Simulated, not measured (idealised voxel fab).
Module name: voxel plated lines (process module)
FYI the section here is cut, 180 nm wide, cells are 5 nm squares.
Think of the cross-section as a grid of square cells. We describe it in bands, top to bottom, and each band covers one or more rows of those cells. For a band, the entry starts with two heights in nm, that of the top and then that of the bottom, and carries on with the band's materials in order from left to right, each alongside its width in nm; the word "throughout" beside a single material means it fills the band edge to edge, and "blank" means empty space. Ref level 0: as-received wafer is one material below here. Bottom band extends down with no lower bound ("top 0, no bottom"). The expression "30 to 40" gives the width at the extremes of the band, the first number at its top row of cells and the second at its bottom row, with the width changing by equal amounts from each row to the next in between. The cross-section has no changed cell in any step marked "no modifications". "Closed void catalog" lists enclosed empty spaces (at least 8 cells, no open path upward to the top), each as width x height at distance from the left edge, in nm. Note: text after step settings on the step line = simulator remark on that step. The optional step-line setting "overlay nm" applies to steps with a mask and quantifies how far to the right of its planned location the mask lay, a negative value indicating leftward placement.
# The following list gives the planned process steps
1 RECEIVE,material Si
2 CONFORMAL_DEP,material SiO2,thk nm 15
3 DIRECTIONAL_DEP,material TiN,thk nm 5
4 PATTERN,tone open,mask id LINES,material resist,width nm 15,pitch nm 30,thk nm 20,overlay nm 0
5 EPI,material Ru,thk nm 5
6 STRIP,etch materials resist
7 DIRECTIONAL_ETCH,etch materials TiN,depth nm 5
8 CONFORMAL_DEP,material SiO2,thk nm 5
# Wafer cross-section on receipt, i.e. after step 1
	top 0, no bottom = Si throughout
	Closed void catalog: none
# Here's the cross-section of the first of our two wafers at the end of the module - it ran as planned
	top 30, bottom 25 = 60 nm blank, 25 nm SiO2, 5 nm blank, 25 nm SiO2, 65 nm blank
	top 25, bottom 20 = 60 nm blank, 5 nm SiO2, 15 nm Ru, 5 nm SiO2, 5 nm blank, 5 nm SiO2, 15 nm Ru, 5 nm SiO2, 65 nm blank
	top 20, bottom 15 = 65 nm SiO2, 15 nm TiN, 15 nm SiO2, 15 nm TiN, 70 nm SiO2
	top 15, bottom 0 = SiO2 throughout
	top 0, no bottom = Si throughout
	Closed void catalog: none
# End-of-module cross-section of the second wafer: identical starting point and process plan to the first, with one processing mistake
	top 25, bottom 5 = SiO2 throughout
	top 5, bottom 0 = TiN throughout
	top 0, no bottom = Si throughout
	Closed void catalog: none
Against the plan, the run slipped here: step 2 ran in the slot meant for step 3, and vice versa
The second wafer ends with more or fewer cells of some materials than the first, per final count: 6 fewer of Ru; 8 fewer of SiO2; 30 more of TiN
